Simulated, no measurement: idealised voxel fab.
Presented below is a process module, voxel transistor to metal.
Square cells of 5 nm make up the cross-section cut, whose width is 285 nm.
The cross-sections in this document take the form of a grid made of square cells. They are written out as bands, in order from top to bottom. Each band consists of one or more rows of cells.
Top height, bottom height, nm. Materials left to right, width each, nm. Single material + "full width" = fills band edge to edge. "empty" = empty.
Height datum 0, below which the as-received substrate wafer is one material. Lowest band open at the bottom, running downward: "0 and below".
Graded width ("30 to 40"): value in top row of band = first number; value in bottom row = second number; row-to-row change constant.
"nothing got changed", as given for a step, is the statement that not any cell of the cross-section underwent a change during that step.
The list in "Enclosed void listing" covers empty spaces of 8 cells or more that cannot reach the top through any open way, and it gives each as width x height at distance; the distance is from the left edge, and width, height and distance are in nm.
It should be noted that, on the line of a given step, the content following the step's settings is a remark produced by the simulator itself with respect to that step.
You can add "overlay nm" to a step's line. For a step with a mask, it describes how far the mask lay to the right of its planned position, and a negative number describes a lay to the left.

## Process steps - plan
1. RECEIVE (material Si)
2. CONFORMAL_DEP (material SiO2; thk nm 5)
3. CONFORMAL_DEP (material SiN; thk nm 10)
4. MASKED_ETCH (tone cover; mask id ACTIVE; width nm 95; pitch nm 125; etch materials SiN; depth nm 10; overlay nm 0)
5. MASKED_ETCH (tone cover; mask id ACTIVE; width nm 95; pitch nm 125; etch materials SiO2; depth nm 5; overlay nm 0)
6. MASKED_ETCH (tone cover; mask id ACTIVE; width nm 95; pitch nm 125; etch materials Si; depth nm 35; overlay nm 0)
7. FILL_DEP (material SiO2; thk nm 10)
8. CMP (height nm 15)
9. SELECTIVE_ETCH (etch materials SiO2; depth nm 5)
10. STRIP (etch materials SiN)
11. SELECTIVE_ETCH (etch materials SiO2; depth nm 5)
12. OXIDIZE (depth nm 5)
13. DIRECTIONAL_DEP (material polySi; thk nm 20)
14. DIRECTIONAL_DEP (material SiCN; thk nm 10)
15. PATTERN (tone cover; mask id GATE; material resist; width nm 25; pitch nm 125; thk nm 20; overlay nm 0)
16. DIRECTIONAL_ETCH (etch materials SiCN; depth nm 20)
17. DIRECTIONAL_ETCH (etch materials polySi; depth nm 30)
18. STRIP (etch materials resist)
19. CONFORMAL_DEP (material SiN; thk nm 10)
20. DIRECTIONAL_ETCH (etch materials SiN; depth nm 10)
21. DIRECTIONAL_ETCH (etch materials SiO2; depth nm 5)
22. DIRECTIONAL_ETCH (etch materials Si; depth nm 5)
23. EPI (material SiGe; thk nm 10)
24. FILL_DEP (material SiO2; thk nm 5)
25. CMP (height nm 30)
26. DIRECTIONAL_DEP (material SiO2; thk nm 10)
27. MASKED_ETCH (tone open; mask id CONTACT; width nm 15; etch materials SiO2; depth nm 35; overlay nm 0)
28. CONFORMAL_DEP (material TiN; thk nm 5)
29. FILL_DEP (material Ru; thk nm 5)
30. CMP (height nm 40)
31. DIRECTIONAL_DEP (material TiN; thk nm 5)
32. DIRECTIONAL_DEP (material Ru; thk nm 25)
33. MASKED_ETCH (tone cover; mask id METAL_1; width nm 15; etch materials Ru; depth nm 25; overlay nm 0)
34. MASKED_ETCH (tone cover; mask id METAL_1; width nm 15; etch materials TiN; depth nm 5; overlay nm 0)
35. FILL_DEP (material lowk; thk nm 10)
36. CMP (height nm 70)
37. CONFORMAL_DEP (material SiN; thk nm 5)

## Cross-section of the wafer as it came to us, i.e., already through step 1
    0 and below = Si full width
    Enclosed void listing: none

## As-planned run: cross-section of the first of two wafers at end of module
    75 down to 70 = SiN full width
    70 down to 45 = 35 of lowk, 15 of Ru, 55 of lowk, 15 of Ru, 40 of lowk, 15 of Ru, 55 of lowk, 15 of Ru, 40 of lowk
    45 down to 40 = 35 of lowk, 15 of TiN, 55 of lowk, 15 of TiN, 40 of lowk, 15 of TiN, 55 of lowk, 15 of TiN, 40 of lowk
    40 down to 30 = 35 of SiO2, 5 of TiN, 5 of Ru, 5 of TiN, 55 of SiO2, 5 of TiN, 5 of Ru, 5 of TiN, 40 of SiO2, 5 of TiN, 5 of Ru, 5 of TiN, 55 of SiO2, 5 of TiN, 5 of Ru, 5 of TiN, 40 of SiO2
    30 down to 20 = 35 of SiO2, 5 of TiN, 5 of Ru, 5 of TiN, 5 of SiO2, 10 of SiN, 25 of SiCN, 10 of SiN, 5 of SiO2, 5 of TiN, 5 of Ru, 5 of TiN, 40 of SiO2, 5 of TiN, 5 of Ru, 5 of TiN, 5 of SiO2, 10 of SiN, 25 of SiCN, 10 of SiN, 5 of SiO2, 5 of TiN, 5 of Ru, 5 of TiN, 40 of SiO2
    20 down to 10 = 35 of SiO2, 5 of TiN, 5 of Ru, 5 of TiN, 5 of SiO2, 10 of SiN, 25 of polySi, 10 of SiN, 5 of SiO2, 5 of TiN, 5 of Ru, 5 of TiN, 40 of SiO2, 5 of TiN, 5 of Ru, 5 of TiN, 5 of SiO2, 10 of SiN, 25 of polySi, 10 of SiN, 5 of SiO2, 5 of TiN, 5 of Ru, 5 of TiN, 40 of SiO2
    10 down to 5 = 35 of SiO2, 15 of TiN, 5 of SiO2, 10 of SiN, 25 of polySi, 10 of SiN, 5 of SiO2, 15 of TiN, 40 of SiO2, 15 of TiN, 5 of SiO2, 10 of SiN, 25 of polySi, 10 of SiN, 5 of SiO2, 15 of TiN, 40 of SiO2
    5 down to 0 = 25 of SiO2, 10 of SiN, 20 of SiGe, 10 of SiN, 25 of polySi, 10 of SiN, 20 of SiGe, 10 of SiN, 20 of SiO2, 10 of SiN, 20 of SiGe, 10 of SiN, 25 of polySi, 10 of SiN, 20 of SiGe, 10 of SiN, 30 of SiO2
    0 down to -5 = 35 of SiO2, 20 of SiGe, 45 of SiO2, 20 of SiGe, 40 of SiO2, 20 of SiGe, 45 of SiO2, 20 of SiGe, 40 of SiO2
    -5 down to -10 = 30 of SiO2, 5 of Si, 20 of SiGe, 45 of Si, 20 of SiGe, 5 of Si, 30 of SiO2, 5 of Si, 20 of SiGe, 45 of Si, 20 of SiGe, 5 of Si, 35 of SiO2
    -10 down to -35 = 30 of SiO2, 95 of Si, 30 of SiO2, 95 of Si, 35 of SiO2
    -35 and below = Si full width
    Enclosed void listing: none

## Same start, same plan as the first wafer - but one mistake in the run. Cross-section of the second of the two at the end of the module
    75 down to 70 = SiN full width
    70 down to 45 = 35 of lowk, 15 of Ru, 55 of lowk, 15 of Ru, 40 of lowk, 15 of Ru, 55 of lowk, 15 of Ru, 40 of lowk
    45 down to 40 = 35 of lowk, 15 of TiN, 55 of lowk, 15 of TiN, 40 of lowk, 15 of TiN, 55 of lowk, 15 of TiN, 40 of lowk
    40 down to 30 = 35 of SiO2, 5 of TiN, 5 of Ru, 5 of TiN, 55 of SiO2, 5 of TiN, 5 of Ru, 5 of TiN, 40 of SiO2, 5 of TiN, 5 of Ru, 5 of TiN, 55 of SiO2, 5 of TiN, 5 of Ru, 5 of TiN, 40 of SiO2
    30 down to 25 = 35 of SiO2, 5 of TiN, 5 of Ru, 5 of TiN, 5 of SiO2, 10 of SiN, 25 of SiO2, 10 of SiN, 5 of SiO2, 5 of TiN, 5 of Ru, 5 of TiN, 40 of SiO2, 5 of TiN, 5 of Ru, 5 of TiN, 5 of SiO2, 10 of SiN, 25 of SiO2, 10 of SiN, 5 of SiO2, 5 of TiN, 5 of Ru, 5 of TiN, 40 of SiO2
    25 down to 20 = 35 of SiO2, 5 of TiN, 5 of Ru, 5 of TiN, 5 of SiO2, 10 of SiN, 25 of SiCN, 10 of SiN, 5 of SiO2, 5 of TiN, 5 of Ru, 5 of TiN, 40 of SiO2, 5 of TiN, 5 of Ru, 5 of TiN, 5 of SiO2, 10 of SiN, 25 of SiCN, 10 of SiN, 5 of SiO2, 5 of TiN, 5 of Ru, 5 of TiN, 40 of SiO2
    20 down to 10 = 35 of SiO2, 5 of TiN, 5 of Ru, 5 of TiN, 5 of SiO2, 10 of SiN, 25 of polySi, 10 of SiN, 5 of SiO2, 5 of TiN, 5 of Ru, 5 of TiN, 40 of SiO2, 5 of TiN, 5 of Ru, 5 of TiN, 5 of SiO2, 10 of SiN, 25 of polySi, 10 of SiN, 5 of SiO2, 5 of TiN, 5 of Ru, 5 of TiN, 40 of SiO2
    10 down to 5 = 35 of SiO2, 15 of TiN, 5 of SiO2, 10 of SiN, 25 of polySi, 10 of SiN, 5 of SiO2, 15 of TiN, 40 of SiO2, 15 of TiN, 5 of SiO2, 10 of SiN, 25 of polySi, 10 of SiN, 5 of SiO2, 15 of TiN, 40 of SiO2
    5 down to 0 = 25 of SiO2, 10 of SiN, 20 of SiO2, 10 of SiN, 25 of polySi, 10 of SiN, 20 of SiO2, 10 of SiN, 20 of SiO2, 10 of SiN, 20 of SiO2, 10 of SiN, 25 of polySi, 10 of SiN, 20 of SiO2, 10 of SiN, 30 of SiO2
    0 down to -5 = SiO2 full width
    -5 down to -35 = 30 of SiO2, 95 of Si, 30 of SiO2, 95 of Si, 35 of SiO2
    -35 and below = Si full width
    Enclosed void listing: none
Run error: step 21 did not use the planned setting and instead ran as DIRECTIONAL_ETCH (etch materials SiCN; depth nm 5)
Final tally in cells, some materials are higher or lower on the second wafer than on the first: Si +16, SiCN -10, SiGe -48, SiO2 +42
